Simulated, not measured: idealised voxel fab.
The process module that follows is named voxel self aligned contacts.
Square cells of 5 nm make up the cross-section cut, whose width is 145 nm.
This document writes a cross-section as a grid whose cells are square, and gives it as bands, listed from the top down; one or more rows of cells form a band. Per band: top height and bottom height in nm, followed by the left-to-right materials and their widths in nm; "edge to edge" marks a single material spanning edge to edge, "air" marks empty space. Height datum 0, below which the as-received substrate wafer is one material. Lowest band open at the bottom, running downward: "0..down". Per-row width for "30->40": begins at first number (top row of band), ends at second number (bottom row), increment between rows held constant. Basically "no modifications" means that step didn't change any cell in the cross-section. "Closed cavity list" contains a list of empty spaces, each no smaller than 8 cells and without an open way to the top, written in the form width x height at distance with the distance from the left edge and all three in nm. Past the settings on a step's line: simulator remark, on that step. The "overlay nm" setting may appear on a step's line; for a step that uses a mask, it gives how far to the right of its planned position the mask lay, and a negative value indicates the left. Read the rest as pairs. Take the cross-section before one process step, then the cross-section after it, which shows only down to the lowest band that changed. Under the pair, find the step between them and its settings. Bear in mind that pairs may come from different runs of this module on the same starting wafer: link a pair to the pair above it only where its entry headed "Prior to step" says to.
### Prior to step
55..35: SiN edge to edge
35..5: polySi edge to edge
5..0: SiO2 edge to edge
0..down: Si edge to edge
Closed cavity list: none
### Post-Step Section View
70..55: W edge to edge
Everything below 55 is unchanged.
Closed cavity list: none
Intermediate step for the cross-sections above: DIRECTIONAL_DEP with material W, thk nm 15
Prior to step: this step begins from the cross-section that the pair just above shows after its step.
### Post-Step Section View
100..70: 30 nm air, then 30 nm resist, then 25 nm air, then 30 nm resist, then 30 nm air
Everything below 70 is unchanged.
Closed cavity list: none
Intermediate step for the cross-sections above: PATTERN with tone cover, mask id GATE, material resist, width nm 30, pitch nm 55, thk nm 30, overlay nm 0
Prior to step: this step begins from the cross-section that the pair just above shows after its step.
### Post-Step Section View
85..70: 30 nm air, then 30 nm resist, then 25 nm air, then 30 nm resist, then 30 nm air
Everything below 70 is unchanged.
Closed cavity list: none
Intermediate step for the cross-sections above: DIRECTIONAL_ETCH with etch materials aC, depth nm 15
Prior to step: this step begins from the cross-section that the pair just above shows after its step.
### Post-Step Section View
70..55: W edge to edge
Everything below 55 is unchanged.
Closed cavity list: none
Intermediate step for the cross-sections above: STRIP with etch materials resist
Prior to step: this step begins from the cross-section that the pair just above shows after its step.
### Post-Step Section View
75..70: SiN edge to edge
Everything below 70 is unchanged.
Closed cavity list: none
Intermediate step for the cross-sections above: CONFORMAL_DEP with material SiN, thk nm 5
Prior to step: this step begins from the cross-section that the pair just above shows after its step.
### Post-Step Section View
70..55: W edge to edge
Everything below 55 is unchanged.
Closed cavity list: none
Intermediate step for the cross-sections above: DIRECTIONAL_ETCH with etch materials SiN, depth nm 5
Prior to step: this step begins from the cross-section that the pair just above shows after its step.
### Post-Step Section View
80..70: SiO2 edge to edge
Everything below 70 is unchanged.
Closed cavity list: none
Intermediate step for the cross-sections above: FILL_DEP with material SiO2, thk nm 10
Prior to step: this step begins from the cross-section that the pair just above shows after its step.
### Post-Step Section View
60..55: W edge to edge
Everything below 55 is unchanged.
Closed cavity list: none
Intermediate step for the cross-sections above: CMP with height nm 60
Prior to step: this step begins from the cross-section that the pair just above shows after its step.
### Post-Step Section View
65..60: TiN edge to edge
Everything below 60 is unchanged.
Closed cavity list: none
Intermediate step for the cross-sections above: CONFORMAL_DEP with material TiN, thk nm 5
Prior to step: this step begins from the cross-section that the pair just above shows after its step.
### Post-Step Section View
75..65: W edge to edge
Everything below 65 is unchanged.
Closed cavity list: none
Intermediate step for the cross-sections above: FILL_DEP with material W, thk nm 10
Prior to step: this step begins from the cross-section that the pair just above shows after its step.
### Post-Step Section View
60..55: W edge to edge
Everything below 55 is unchanged.
Closed cavity list: none
Intermediate step for the cross-sections above: CMP with height nm 60
Prior to step: this step begins from the cross-section that the pair just above shows after its step.
### Post-Step Section View
65..60: SiN edge to edge
Everything below 60 is unchanged.
Closed cavity list: none
Intermediate step for the cross-sections above: CONFORMAL_DEP with material SiN, thk nm 5
### Prior to step
60..55: SiO2 edge to edge
55..35: 25 nm SiO2, then 40 nm SiN, then 15 nm SiO2, then 40 nm SiN, then 25 nm SiO2
35..5: 25 nm SiO2, then 5 nm SiN, then 30 nm polySi, then 5 nm SiN, then 15 nm SiO2, then 5 nm SiN, then 30 nm polySi, then 5 nm SiN, then 25 nm SiO2
5..0: SiO2 edge to edge
0..down: Si edge to edge
Closed cavity list: none
### Post-Step Section View
60..55: 55 nm air, then 35 nm SiO2, then 55 nm air
55..35: 25 nm air, then 40 nm SiN, then 15 nm SiO2, then 40 nm SiN, then 25 nm air
35..5: 25 nm air, then 5 nm SiN, then 30 nm polySi, then 5 nm SiN, then 15 nm SiO2, then 5 nm SiN, then 30 nm polySi, then 5 nm SiN, then 25 nm air
5..0: 25 nm air, then 95 nm SiO2, then 25 nm air
Everything below 0 is unchanged.
Closed cavity list: none
Intermediate step for the cross-sections above: MASKED_ETCH with tone cover, mask id CONTACT, width nm 35, etch materials SiO2, depth nm 60, overlay nm 0
Prior to step: this step begins from the cross-section that the pair just above shows after its step.
### Post-Step Section View
65..60: 50 nm air, then 45 nm TiN, then 50 nm air
60..55: 20 nm air, then 35 nm TiN, then 35 nm SiO2, then 35 nm TiN, then 20 nm air
55..35: 20 nm air, then 5 nm TiN, then 40 nm SiN, then 15 nm SiO2, then 40 nm SiN, then 5 nm TiN, then 20 nm air
35..5: 20 nm air, then 5 nm TiN, then 5 nm SiN, then 30 nm polySi, then 5 nm SiN, then 15 nm SiO2, then 5 nm SiN, then 30 nm polySi, then 5 nm SiN, then 5 nm TiN, then 20 nm air
5..0: 25 nm TiN, then 95 nm SiO2, then 25 nm TiN
Everything below 0 is unchanged.
Closed cavity list: none
Intermediate step for the cross-sections above: CONFORMAL_DEP with material TiN, thk nm 5
Prior to step: this step begins from the cross-section that the pair just above shows after its step.
### Post-Step Section View
75..65: W edge to edge
65..60: 50 nm W, then 45 nm TiN, then 50 nm W
60..55: 20 nm W, then 35 nm TiN, then 35 nm SiO2, then 35 nm TiN, then 20 nm W
55..35: 20 nm W, then 5 nm TiN, then 40 nm SiN, then 15 nm SiO2, then 40 nm SiN, then 5 nm TiN, then 20 nm W
35..5: 20 nm W, then 5 nm TiN, then 5 nm SiN, then 30 nm polySi, then 5 nm SiN, then 15 nm SiO2, then 5 nm SiN, then 30 nm polySi, then 5 nm SiN, then 5 nm TiN, then 20 nm W
Everything below 5 is unchanged.
Closed cavity list: none
Intermediate step for the cross-sections above: FILL_DEP with material W, thk nm 10
Prior to step: this step begins from the cross-section that the pair just above shows after its step.
### Post-Step Section View
60..55: 20 nm W, then 35 nm TiN, then 35 nm SiO2, then 35 nm TiN, then 20 nm W
Everything below 55 is unchanged.
Closed cavity list: none
Intermediate step for the cross-sections above: CMP with height nm 60
Prior to step: this step begins from the cross-section that the pair just above shows after its step.
### Post-Step Section View
65..60: SiN edge to edge
Everything below 60 is unchanged.
Closed cavity list: none
Intermediate step for the cross-sections above: CONFORMAL_DEP with material SiN, thk nm 5
